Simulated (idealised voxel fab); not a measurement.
The process module presented herein is designated voxel self aligned vias.
For reference, the cross-section in this document is cut, with width 210 nm and square cells of 5 nm.
Cross-section = grid of square cells, listed top down in bands; band = one or more rows. Heights first: top, then bottom, in nm. Then materials, left to right, each with a width in nm. "throughout" on a single material: fills the band edge to edge. "blank": empty space. We count height from 0. Below that, the starting wafer is all one material. The lowest band never ends at the bottom but goes on down; see "z 0 and below" for how that is written. So if you see something like "30->40" for the width, read it as the top row of the band sitting at the first number and the bottom row at the second, with every row in between moving by the same amount as the last. The cross-section has no changed cell in any step marked "nothing altered". Enclosed voids (no open way to top), threshold 8 cells or more, entry "Enclosed void inventory", notation width x height at distance, distance from left edge, nm. The remark found on a step's line after its settings is issued by the simulator itself and pertains to that step. A step line may carry the setting "overlay nm", which, for steps involving a mask, states the distance by which the mask lay to the right of its intended position; negative values denote displacement to the left.

## Process steps foreseen in the plan
1,RECEIVE | material Si
2,CONFORMAL_DEP | material SiO2 | thk nm 15
3,CONFORMAL_DEP | material SiCN | thk nm 5
4,DIRECTIONAL_DEP | material lowk | thk nm 20
5,DIRECTIONAL_DEP | material aC | thk nm 10
6,PATTERN | tone open | mask id LINES | material resist | width nm 25 | pitch nm 65 | thk nm 25 | overlay nm 0
7,DIRECTIONAL_ETCH | etch materials aC | depth nm 10
8,STRIP | etch materials resist
9,DIRECTIONAL_ETCH | etch materials lowk | depth nm 20
10,STRIP | etch materials aC
11,CONFORMAL_DEP | material TiN | thk nm 5
12,FILL_DEP | material Ru | thk nm 10
13,CMP | height nm 40
14,SELECTIVE_ETCH | etch materials W Ru TiN | depth nm 10
15,FILL_DEP | material SiN | thk nm 10
16,CMP | height nm 40
17,DIRECTIONAL_DEP | material lowk | thk nm 15
18,PATTERN | tone open | mask id VIAS | material resist | width nm 45 | pitch nm 65 | thk nm 15 | overlay nm 0
19,DIRECTIONAL_ETCH | etch materials lowk | depth nm 15
20,DIRECTIONAL_ETCH | etch materials SiN | depth nm 10
21,STRIP | etch materials resist
22,CONFORMAL_DEP | material TiN | thk nm 5
23,FILL_DEP | material W | thk nm 5
24,CMP | height nm 55
25,CONFORMAL_DEP | material SiN | thk nm 5

## Step 1 complete: cross-section of the wafer as received
* z 0 and below = Si throughout
* Enclosed void inventory: none

## Final cross-section, module run with one mistake (start and plan as above)
* z 60 to 55 = SiN throughout
* z 55 to 45 = 15 nm lowk / 5 nm TiN / 35 nm W / 5 nm TiN / 20 nm lowk / 5 nm TiN / 35 nm W / 5 nm TiN / 20 nm lowk / 5 nm TiN / 35 nm W / 5 nm TiN / 20 nm lowk
* z 45 to 35 = 15->25 nm lowk / 15->5 nm TiN / 15 nm W / 15->5 nm TiN / 20->40 nm lowk / 15->5 nm TiN / 15 nm W / 15->5 nm TiN / 20->40 nm lowk / 15->5 nm TiN / 15 nm W / 15->5 nm TiN / 20->30 nm lowk
* z 35 to 30 = 25 nm lowk / 25 nm TiN / 40 nm lowk / 25 nm TiN / 40 nm lowk / 25 nm TiN / 30 nm lowk
* z 30 to 25 = SiCN throughout
* z 25 to 0 = SiO2 throughout
* z 0 and below = Si throughout
* Enclosed void inventory: none
Heads up, the wafer didn't run the way we planned it: step 2 did not happen as planned, as run it was CONFORMAL_DEP | material SiO2 | thk nm 25
